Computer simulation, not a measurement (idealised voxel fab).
process module | voxel air gaps
cross-section cut | 205 nm wide | cells 5 nm
A cross-section is a grid of square cells, given in bands from the top down. A band is one or more rows of cells.
Each band's line starts with the height of the band's top and of its bottom, in nm. Then come its materials from left to right, each with its width in nm. One material with "throughout" fills the band from edge to edge. "air" is empty space.
Height 0 is the level under which the wafer as received is all one material. The lowest band goes on downwards, as in "0 down".
A width such as "30 to 40" changes by the same amount from each row of cells to the next, from the band's top row to its bottom row.
"no change" after a step means that no cell of the cross-section changed.
closed voids: empty space of 8 cells or more with no open way to the top, each as width x height at its distance from the left edge, in nm
after a step's settings: what the simulator itself notes on the step
overlay nm, on a step with a mask: how far to the right of its planned place the mask lay; to the left if negative
plan
1 op RECEIVE | material Si
2 op CONFORMAL_DEP | material SiO2 | thk nm 15
3 op CONFORMAL_DEP | material SiN | thk nm 5
4 op DIRECTIONAL_DEP | material lowk | thk nm 40
5 op MASKED_ETCH | tone open | mask id LINES | width nm 25 | pitch nm 55 | etch materials lowk | depth nm 40 | overlay nm 0
6 op CONFORMAL_DEP | material TiN | thk nm 5
7 op FILL_DEP | material Ru | thk nm 5
8 op CMP | height nm 60
9 op EPI | material Ru | thk nm 10
10 op SELECTIVE_ETCH | etch materials lowk | depth nm 50
11 op CONFORMAL_DEP | material SiCN | thk nm 5
as received, after step 1
  0 down: Si throughout
  closed voids: none
a wafer at the end: this start, this plan, one mistake
  75 to 70: air 20 | SiCN 165 | air 20
  70 to 60: air 20 | SiCN 5 | Ru 45 | SiCN 10 | Ru 45 | SiCN 10 | Ru 45 | SiCN 5 | air 20
  60 to 55: air 20 | SiCN 15 | TiN 5 | SiN 15 | TiN 5 | SiCN 30 | TiN 5 | SiN 15 | TiN 5 | SiCN 30 | TiN 5 | SiN 15 | TiN 5 | SiCN 15 | air 20
  55 to 25: air 30 | SiCN 5 | TiN 5 | SiN 15 | TiN 5 | SiCN 5 | air 20 | SiCN 5 | TiN 5 | SiN 15 | TiN 5 | SiCN 5 | air 20 | SiCN 5 | TiN 5 | SiN 15 | TiN 5 | SiCN 5 | air 30
  25 to 20: SiCN 35 | TiN 25 | SiCN 30 | TiN 25 | SiCN 30 | TiN 25 | SiCN 35
  20 to 15: SiN throughout
  15 to 0: SiO2 throughout
  0 down: Si throughout
  closed voids: 20 x 30 at 65; 20 x 30 at 120
what went wrong: step 7 ran as: op FILL_DEP | material SiN | thk nm 5
